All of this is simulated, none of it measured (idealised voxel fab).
You're looking at the process module voxel double patterning.
Xsec cut, 205 nm wide, square cell size 5 nm.
If you're reading a cross-section in this doc, picture square cells in a grid; it comes to you as bands, top ones listed first down to the bottom, and a band can be one or more rows of cells. In this notation a band is specified by the heights of its top and bottom, in that order and in nm, after which its materials appear from left to right, each paired with its width in nm. The word "throughout" attached to a single material means that material fills the band from edge to edge; the word "empty" stands for empty space. Ref level 0: as-received wafer is one material below here. Bottom band extends down with no lower bound ("top 0, no bottom"). You'd read "30 to 40" like this: the band's top row of cells is as wide as the first number, its bottom row is as wide as the second, and going down, every row changes width by the same amount as the row before did. Basically "left unchanged" means that step didn't change any cell in the cross-section. Under "Enclosed void listing" you'll find the enclosed gaps, the ones with no way out to the top, that are 8 cells or bigger; each reads width x height at distance, with distance counted from the left edge, everything in nm. Text after the settings on a step's line: the simulator's own remark on that step. overlay nm: how far to the right of its planned place the mask lay on this masked step (negative: to the left).
Listed below are the process steps as planned
1. RECEIVE (material Si)
2. CONFORMAL_DEP (material SiO2; thk nm 5)
3. DIRECTIONAL_DEP (material W; thk nm 10)
4. DIRECTIONAL_DEP (material SiN; thk nm 10)
5. PATTERN (tone open; mask id FIRST; material resist; width nm 15; pitch nm 50; thk nm 15; overlay nm 0)
6. DIRECTIONAL_ETCH (etch materials SiN; depth nm 10)
7. STRIP (etch materials resist)
8. MASKED_ETCH (tone open; mask id SECOND; width nm 15; etch materials SiN; depth nm 10; overlay nm 0)
9. DIRECTIONAL_ETCH (etch materials W; depth nm 10)
10. STRIP (etch materials SiN)
Variable across wafers: step 2 thk nm (plan value is that of the first wafer; starting state common to all).
The as-received cross-section of the first of several wafers corresponds to the state after step 1
* top 0, no bottom: Si throughout
* Enclosed void listing: none
Rows = wafers. At module end, each row lists per material the cells gained (+) or lost (-) since the wafer was received, then the closed voids
thk nm 5, +41 SiO2, +64 W, Enclosed void listing: none
thk nm 10, +82 SiO2, +64 W, Enclosed void listing: none
thk nm 15, +123 SiO2, +64 W, Enclosed void listing: none
thk nm 20, +164 SiO2, +64 W, Enclosed void listing: none
